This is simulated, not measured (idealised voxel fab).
process module | voxel capacitor over wiring
cross-section cut | 300 nm wide | cells 5 nm
A cross-section is a grid of square cells, given in bands from the top down. A band is one or more rows of cells.
Each band's line starts with the height of the band's top and of its bottom, in nm. Then come its materials from left to right, each with its width in nm. One material with "throughout" fills the band from edge to edge. "air" is empty space.
Height 0 is the level under which the wafer as received is all one material. The lowest band goes on downwards, as in "0 down".
A width such as "30 to 40" changes by the same amount from each row of cells to the next, from the band's top row to its bottom row.
"no change" after a step means that no cell of the cross-section changed.
closed voids: empty space of 8 cells or more with no open way to the top, each as width x height at its distance from the left edge, in nm
after a step's settings: what the simulator itself notes on the step
overlay nm, on a step with a mask: how far to the right of its planned place the mask lay; to the left if negative
plan
1 op RECEIVE | material Si
2 op CONFORMAL_DEP | material SiO2 | thk nm 10
3 op CONFORMAL_DEP | material SiCN | thk nm 5
4 op DIRECTIONAL_DEP | material lowk | thk nm 25
5 op MASKED_ETCH | tone open | mask id METAL_1 | width nm 30 | pitch nm 100 | etch materials lowk | depth nm 25 | overlay nm 0
6 op MASKED_ETCH | tone open | mask id METAL_1 | width nm 30 | pitch nm 100 | etch materials SiCN | depth nm 5 | overlay nm 0
7 op CONFORMAL_DEP | material TiN | thk nm 5
8 op FILL_DEP | material Cu | thk nm 5
9 op CMP | height nm 40
10 op EPI | material Ru | thk nm 5
11 op FILL_DEP | material SiCN | thk nm 5
12 op DIRECTIONAL_DEP | material lowk | thk nm 10
13 op DIRECTIONAL_DEP | material aC | thk nm 15
14 op PATTERN | tone open | mask id PLUG_1 | material resist | width nm 15 | thk nm 35 | overlay nm 0
15 op DIRECTIONAL_ETCH | etch materials aC | depth nm 15
16 op STRIP | etch materials resist
17 op DIRECTIONAL_ETCH | etch materials lowk | depth nm 10
18 op DIRECTIONAL_ETCH | etch materials SiCN | depth nm 5
19 op STRIP | etch materials aC
20 op EPI | material Ru | thk nm 10
21 op EPI | material Ru | thk nm 5
22 op DIRECTIONAL_DEP | material TiN | thk nm 5
23 op DIRECTIONAL_DEP | material SiN | thk nm 5
24 op DIRECTIONAL_DEP | material TiN | thk nm 5
25 op DIRECTIONAL_DEP | material aC | thk nm 15
26 op PATTERN | tone cover | mask id UPPER_PLATE | material resist | width nm 75 | thk nm 30 | overlay nm 0
27 op DIRECTIONAL_ETCH | etch materials aC | depth nm 15
28 op STRIP | etch materials resist
29 op DIRECTIONAL_ETCH | etch materials TiN | depth nm 5
30 op DIRECTIONAL_ETCH | etch materials SiN | depth nm 5
31 op STRIP | etch materials aC
32 op DIRECTIONAL_DEP | material aC | thk nm 15
33 op PATTERN | tone cover | mask id LOWER_PLATE | material resist | width nm 85 | thk nm 35 | overlay nm 0
34 op DIRECTIONAL_ETCH | etch materials aC | depth nm 15
35 op STRIP | etch materials resist
36 op DIRECTIONAL_ETCH | etch materials TiN | depth nm 5
37 op STRIP | etch materials aC
38 op FILL_DEP | material SiO2 | thk nm 15
39 op CMP | height nm 85
40 op DIRECTIONAL_DEP | material aC | thk nm 15
41 op PATTERN | tone open | mask id PLUG_2 | material resist | width nm 15 | thk nm 35 | overlay nm 0
42 op DIRECTIONAL_ETCH | etch materials aC | depth nm 15
43 op STRIP | etch materials resist
44 op DIRECTIONAL_ETCH | etch materials SiO2 | depth nm 10
45 op STRIP | etch materials aC
46 op CONFORMAL_DEP | material TiN | thk nm 5
47 op FILL_DEP | material Cu | thk nm 10
48 op CMP | height nm 85
49 op CONFORMAL_DEP | material SiCN | thk nm 5
as received, after step 1
  0 down: Si throughout
  closed voids: none
a wafer at the end: this start, this plan, one mistake
  90 to 85: SiCN throughout
  85 to 80: SiO2 110 | TiN 5 | Cu 5 | TiN 5 | SiO2 175
  80 to 75: SiO2 110 | TiN 15 | SiO2 175
  75 to 70: SiO2 100 | SiN 75 | SiO2 125
  70 to 65: SiO2 95 | TiN 85 | SiO2 120
  65 to 60: TiN throughout
  60 to 50: lowk 100 | Ru 15 | lowk 185
  50 to 45: SiCN 100 | Ru 15 | SiCN 185
  45 to 40: SiCN 80 | Ru 40 | SiCN 60 | Ru 40 | SiCN 80
  40 to 15: lowk 85 | TiN 5 | Cu 20 | TiN 5 | lowk 70 | TiN 5 | Cu 20 | TiN 5 | lowk 85
  15 to 10: SiCN 85 | TiN 30 | SiCN 70 | TiN 30 | SiCN 85
  10 to 0: SiO2 throughout
  0 down: Si throughout
  closed voids: none
what went wrong: steps 23 and 24 were swapped
